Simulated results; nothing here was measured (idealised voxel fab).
process module | voxel capacitor over wiring
cross-section cut | 170 nm wide | cells 5 nm
A cross-section is a grid of square cells, given in bands from the top down. A band is one or more rows of cells.
Each band's line starts with the height of the band's top and of its bottom, in nm. Then come its materials from left to right, each with its width in nm. One material with "throughout" fills the band from edge to edge. "air" is empty space.
Height 0 is the level under which the wafer as received is all one material. The lowest band goes on downwards, as in "0 down".
A width such as "30 to 40" changes by the same amount from each row of cells to the next, from the band's top row to its bottom row.
"no change" after a step means that no cell of the cross-section changed.
closed voids: empty space of 8 cells or more with no open way to the top, each as width x height at its distance from the left edge, in nm
after a step's settings: what the simulator itself notes on the step
overlay nm, on a step with a mask: how far to the right of its planned place the mask lay; to the left if negative
plan
1 op RECEIVE | material Si
2 op CONFORMAL_DEP | material SiO2 | thk nm 10
3 op CONFORMAL_DEP | material SiCN | thk nm 5
4 op DIRECTIONAL_DEP | material SiO2 | thk nm 25
5 op DIRECTIONAL_DEP | material aC | thk nm 15
6 op PATTERN | tone open | mask id METAL_1 | material resist | width nm 30 | pitch nm 85 | thk nm 35 | overlay nm 0
7 op DIRECTIONAL_ETCH | etch materials aC | depth nm 15
8 op STRIP | etch materials resist
9 op DIRECTIONAL_ETCH | etch materials SiO2 | depth nm 25
10 op DIRECTIONAL_ETCH | etch materials SiCN | depth nm 5
11 op STRIP | etch materials aC
12 op CONFORMAL_DEP | material TiN | thk nm 5
13 op FILL_DEP | material Ru | thk nm 10
14 op CMP | height nm 40
15 op CONFORMAL_DEP | material SiCN | thk nm 5
16 op DIRECTIONAL_DEP | material lowk | thk nm 15
17 op PATTERN | tone open | mask id PLUG_1 | material resist | width nm 15 | thk nm 20 | overlay nm 0
18 op DIRECTIONAL_ETCH | etch materials lowk | depth nm 15
19 op DIRECTIONAL_ETCH | etch materials SiCN | depth nm 5
20 op STRIP | etch materials resist
21 op CONFORMAL_DEP | material TiN | thk nm 5
22 op FILL_DEP | material Cu | thk nm 5
23 op CMP | height nm 60
24 op DIRECTIONAL_DEP | material TiN | thk nm 5
25 op DIRECTIONAL_DEP | material Al2O3 | thk nm 5
26 op DIRECTIONAL_DEP | material TiN | thk nm 10
27 op PATTERN | tone cover | mask id UPPER_PLATE | material resist | width nm 60 | thk nm 20 | overlay nm 0
28 op DIRECTIONAL_ETCH | etch materials TiN | depth nm 10
29 op DIRECTIONAL_ETCH | etch materials Al2O3 | depth nm 5
30 op STRIP | etch materials resist
31 op DIRECTIONAL_DEP | material aC | thk nm 10
32 op PATTERN | tone cover | mask id LOWER_PLATE | material resist | width nm 70 | thk nm 25 | overlay nm 0
33 op DIRECTIONAL_ETCH | etch materials aC | depth nm 10
34 op STRIP | etch materials resist
35 op DIRECTIONAL_ETCH | etch materials TiN | depth nm 5
36 op STRIP | etch materials aC
37 op FILL_DEP | material SiO2 | thk nm 20
38 op CMP | height nm 95
39 op DIRECTIONAL_DEP | material aC | thk nm 15
40 op PATTERN | tone open | mask id PLUG_2 | material resist | width nm 15 | thk nm 35 | overlay nm 0
41 op DIRECTIONAL_ETCH | etch materials aC | depth nm 15
42 op STRIP | etch materials resist
43 op DIRECTIONAL_ETCH | etch materials SiO2 | depth nm 15
44 op STRIP | etch materials aC
45 op CONFORMAL_DEP | material TiN | thk nm 5
46 op FILL_DEP | material Cu | thk nm 5
47 op CMP | height nm 95
48 op CONFORMAL_DEP | material SiN | thk nm 5
first wafer, as planned
as received, after step 1
  0 down: Si throughout
  closed voids: none
after step 2
  10 to 0: SiO2 throughout
  below 0: unchanged
after step 3
  15 to 10: SiCN throughout
  below 10: unchanged
after step 4
  40 to 15: SiO2 throughout
  below 15: unchanged
after step 5
  55 to 40: aC throughout
  below 40: unchanged
after step 6
  90 to 55: resist 25 | air 30 | resist 55 | air 30 | resist 30
  below 55: unchanged
after step 7
  75 to 55: resist 25 | air 30 | resist 55 | air 30 | resist 30
  55 to 40: aC 25 | air 30 | aC 55 | air 30 | aC 30
  below 40: unchanged
after step 8
  55 to 40: aC 25 | air 30 | aC 55 | air 30 | aC 30
  below 40: unchanged
after step 9
  55 to 40: aC 25 | air 30 | aC 55 | air 30 | aC 30
  40 to 15: SiO2 25 | air 30 | SiO2 55 | air 30 | SiO2 30
  below 15: unchanged
after step 10
  55 to 40: aC 25 | air 30 | aC 55 | air 30 | aC 30
  40 to 15: SiO2 25 | air 30 | SiO2 55 | air 30 | SiO2 30
  15 to 10: SiCN 25 | air 30 | SiCN 55 | air 30 | SiCN 30
  below 10: unchanged
after step 11
  40 to 15: SiO2 25 | air 30 | SiO2 55 | air 30 | SiO2 30
  below 15: unchanged
after step 12
  45 to 40: TiN 30 | air 20 | TiN 65 | air 20 | TiN 35
  40 to 15: SiO2 25 | TiN 5 | air 20 | TiN 5 | SiO2 55 | TiN 5 | air 20 | TiN 5 | SiO2 30
  15 to 10: SiCN 25 | TiN 30 | SiCN 55 | TiN 30 | SiCN 30
  below 10: unchanged
after step 13
  55 to 45: Ru throughout
  45 to 40: TiN 30 | Ru 20 | TiN 65 | Ru 20 | TiN 35
  40 to 15: SiO2 25 | TiN 5 | Ru 20 | TiN 5 | SiO2 55 | TiN 5 | Ru 20 | TiN 5 | SiO2 30
  below 15: unchanged
after step 14
  40 to 15: SiO2 25 | TiN 5 | Ru 20 | TiN 5 | SiO2 55 | TiN 5 | Ru 20 | TiN 5 | SiO2 30
  below 15: unchanged
after step 15
  45 to 40: SiCN throughout
  below 40: unchanged
after step 16
  60 to 45: lowk throughout
  below 45: unchanged
after step 17
  80 to 60: resist 40 | air 15 | resist 115
  below 60: unchanged
after step 18
  80 to 60: resist 40 | air 15 | resist 115
  60 to 45: lowk 40 | air 15 | lowk 115
  below 45: unchanged
after step 19
  80 to 60: resist 40 | air 15 | resist 115
  60 to 45: lowk 40 | air 15 | lowk 115
  45 to 40: SiCN 40 | air 15 | SiCN 115
  below 40: unchanged
after step 20
  60 to 45: lowk 40 | air 15 | lowk 115
  below 45: unchanged
after step 21
  65 to 60: TiN 45 | air 5 | TiN 120
  60 to 45: lowk 40 | TiN 5 | air 5 | TiN 5 | lowk 115
  45 to 40: SiCN 40 | TiN 15 | SiCN 115
  below 40: unchanged
after step 22
  70 to 65: Cu throughout
  65 to 60: TiN 45 | Cu 5 | TiN 120
  60 to 45: lowk 40 | TiN 5 | Cu 5 | TiN 5 | lowk 115
  below 45: unchanged
after step 23
  60 to 45: lowk 40 | TiN 5 | Cu 5 | TiN 5 | lowk 115
  below 45: unchanged
after step 24
  65 to 60: TiN throughout
  below 60: unchanged
after step 25
  70 to 65: Al2O3 throughout
  below 65: unchanged
after step 26
  80 to 70: TiN throughout
  below 70: unchanged
after step 27
  100 to 80: air 40 | resist 60 | air 70
  below 80: unchanged
after step 28
  100 to 80: air 40 | resist 60 | air 70
  80 to 70: air 40 | TiN 60 | air 70
  below 70: unchanged
after step 29
  100 to 80: air 40 | resist 60 | air 70
  80 to 70: air 40 | TiN 60 | air 70
  70 to 65: air 40 | Al2O3 60 | air 70
  below 65: unchanged
after step 30
  80 to 70: air 40 | TiN 60 | air 70
  below 70: unchanged
after step 31
  90 to 80: air 40 | aC 60 | air 70
  80 to 75: air 40 | TiN 60 | air 70
  75 to 70: aC 40 | TiN 60 | aC 70
  70 to 65: aC 40 | Al2O3 60 | aC 70
  below 65: unchanged
after step 32
  115 to 90: air 35 | resist 70 | air 65
  90 to 80: air 35 | resist 5 | aC 60 | resist 5 | air 65
  80 to 75: air 35 | resist 5 | TiN 60 | resist 5 | air 65
  below 75: unchanged
after step 33
  105 to 90: air 35 | resist 70 | air 65
  90 to 80: air 35 | resist 5 | aC 60 | resist 5 | air 65
  80 to 75: air 35 | resist 5 | TiN 60 | resist 5 | air 65
  75 to 70: air 35 | aC 5 | TiN 60 | aC 5 | air 65
  70 to 65: air 35 | aC 5 | Al2O3 60 | aC 5 | air 65
  below 65: unchanged
after step 34
  90 to 80: air 40 | aC 60 | air 70
  80 to 75: air 40 | TiN 60 | air 70
  below 75: unchanged
after step 35
  90 to 80: air 40 | aC 60 | air 70
  80 to 75: air 40 | TiN 60 | air 70
  75 to 70: air 35 | aC 5 | TiN 60 | aC 5 | air 65
  70 to 65: air 35 | aC 5 | Al2O3 60 | aC 5 | air 65
  65 to 60: air 35 | TiN 70 | air 65
  below 60: unchanged
after step 36
  80 to 70: air 40 | TiN 60 | air 70
  70 to 65: air 40 | Al2O3 60 | air 70
  below 65: unchanged
after step 37
  100 to 80: SiO2 throughout
  80 to 70: SiO2 40 | TiN 60 | SiO2 70
  70 to 65: SiO2 40 | Al2O3 60 | SiO2 70
  65 to 60: SiO2 35 | TiN 70 | SiO2 65
  below 60: unchanged
after step 38
  95 to 80: SiO2 throughout
  below 80: unchanged
after step 39
  110 to 95: aC throughout
  below 95: unchanged
after step 40
  145 to 110: resist 50 | air 15 | resist 105
  below 110: unchanged
after step 41
  130 to 110: resist 50 | air 15 | resist 105
  110 to 95: aC 50 | air 15 | aC 105
  below 95: unchanged
after step 42
  110 to 95: aC 50 | air 15 | aC 105
  below 95: unchanged
after step 43
  110 to 95: aC 50 | air 15 | aC 105
  95 to 80: SiO2 50 | air 15 | SiO2 105
  below 80: unchanged
after step 44
  95 to 80: SiO2 50 | air 15 | SiO2 105
  below 80: unchanged
after step 45
  100 to 95: TiN 55 | air 5 | TiN 110
  95 to 85: SiO2 50 | TiN 5 | air 5 | TiN 5 | SiO2 105
  85 to 80: SiO2 50 | TiN 15 | SiO2 105
  below 80: unchanged
after step 46
  105 to 100: Cu throughout
  100 to 95: TiN 55 | Cu 5 | TiN 110
  95 to 85: SiO2 50 | TiN 5 | Cu 5 | TiN 5 | SiO2 105
  below 85: unchanged
after step 47
  95 to 85: SiO2 50 | TiN 5 | Cu 5 | TiN 5 | SiO2 105
  below 85: unchanged
after step 48
  100 to 95: SiN throughout
  below 95: unchanged
second wafer: like start, like plan, one mistake. Through step 35 it matches the first wafer
when step 36 should have ended
  80 to 70: air 40 | TiN 60 | air 70
  70 to 65: air 40 | Al2O3 60 | air 70
  below 65: unchanged
when step 37 should have ended
  100 to 80: SiO2 throughout
  80 to 70: SiO2 40 | TiN 60 | SiO2 70
  70 to 65: SiO2 40 | Al2O3 60 | SiO2 70
  65 to 60: SiO2 35 | TiN 70 | SiO2 65
  below 60: unchanged
when step 38 should have ended
  95 to 80: SiO2 throughout
  below 80: unchanged
when step 39 should have ended
  110 to 95: aC throughout
  below 95: unchanged
when step 40 should have ended
  145 to 110: resist 50 | air 15 | resist 105
  below 110: unchanged
when step 41 should have ended
  130 to 110: resist 50 | air 15 | resist 105
  110 to 95: aC 50 | air 15 | aC 105
  below 95: unchanged
when step 42 should have ended
  110 to 95: aC 50 | air 15 | aC 105
  below 95: unchanged
when step 43 should have ended
  110 to 95: aC 50 | air 15 | aC 105
  95 to 80: SiO2 50 | air 15 | SiO2 105
  below 80: unchanged
when step 44 should have ended
  95 to 80: SiO2 50 | air 15 | SiO2 105
  below 80: unchanged
when step 45 should have ended
  100 to 95: TiN 55 | air 5 | TiN 110
  95 to 85: SiO2 50 | TiN 5 | air 5 | TiN 5 | SiO2 105
  85 to 80: SiO2 50 | TiN 15 | SiO2 105
  below 80: unchanged
when step 46 should have ended
  105 to 100: Cu throughout
  100 to 95: TiN 55 | Cu 5 | TiN 110
  95 to 85: SiO2 50 | TiN 5 | Cu 5 | TiN 5 | SiO2 105
  below 85: unchanged
when step 47 should have ended
  95 to 85: SiO2 50 | TiN 5 | Cu 5 | TiN 5 | SiO2 105
  below 85: unchanged
when step 48 should have ended
  100 to 95: SiN throughout
  below 95: unchanged
what went wrong: step 36 was run twice
at the end the two cross-sections are the same: no effect in what this model computes
